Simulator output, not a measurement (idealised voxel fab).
The process module that follows is named voxel plated lines.
Square cells of 5 nm make up the cross-section cut, whose width is 225 nm.
The cross-sections in this document take the form of a grid made of square cells. They are written out as bands, in order from top to bottom. Each band consists of one or more rows of cells.
Quick guide to a band line: top height, bottom height (nm) up front; then every material left to right with its width in nm. Only one material and it's marked "edge to edge"? Then it fills the band edge to edge. And "empty" just means empty space.
The reference from which all heights are counted is 0, the level beneath which the as-received wafer is entirely one material; the lowest band, having no lower bound, proceeds downward and is written after the example "0 and below".
You'd read "30 to 40" like this: the band's top row of cells is as wide as the first number, its bottom row is as wide as the second, and going down, every row changes width by the same amount as the row before did.
Reading "nothing altered" for a step: not a cell of the cross-section changed in it.
"Entrapped void list" enumerates empty spaces isolated from the top, with no open way to it, that contain at least 8 cells, giving each as width x height at distance from the left edge, all three in nm.
Post-settings text on a step line: simulator's own remark regarding the step.
A step's line can hold "overlay nm"; with a mask on that step, the setting says how far right of the planned place the mask lay, while a negative setting says it lay to the left.
-- The process steps that were planned are listed below
1,RECEIVE, material Si
2,CONFORMAL_DEP, material Al2O3, thk nm 15
3,DIRECTIONAL_DEP, material TiN, thk nm 5
4,PATTERN, tone open, mask id LINES, material resist, width nm 20, pitch nm 45, thk nm 30, overlay nm 0
5,EPI, material Ru, thk nm 5
6,EPI, material Ru, thk nm 10
7,STRIP, etch materials resist
8,DIRECTIONAL_ETCH, etch materials TiN, depth nm 5
9,CONFORMAL_DEP, material SiN, thk nm 5
-- Here's what the wafer looked like in cross-section when it arrived - that's after step 1
    0 and below = Si edge to edge
    Entrapped void list: none
-- Post-module cross-section: identical start and plan to those above, one misstep in execution
    55 down to 50 = empty (30); SiN (30); empty (15); SiN (30); empty (15); SiN (30); empty (15); SiN (30); empty (30)
    50 down to 35 = empty (30); SiN (5); Ru (20); SiN (5); empty (15); SiN (5); Ru (20); SiN (5); empty (15); SiN (5); Ru (20); SiN (5); empty (15); SiN (5); Ru (20); SiN (5); empty (30)
    35 down to 30 = SiN (35); TiN (20); SiN (25); TiN (20); SiN (25); TiN (20); SiN (25); TiN (20); SiN (35)
    30 down to 0 = Al2O3 edge to edge
    0 and below = Si edge to edge
    Entrapped void list: none
Error vs. plan: step 2 of the plan was twice carried out
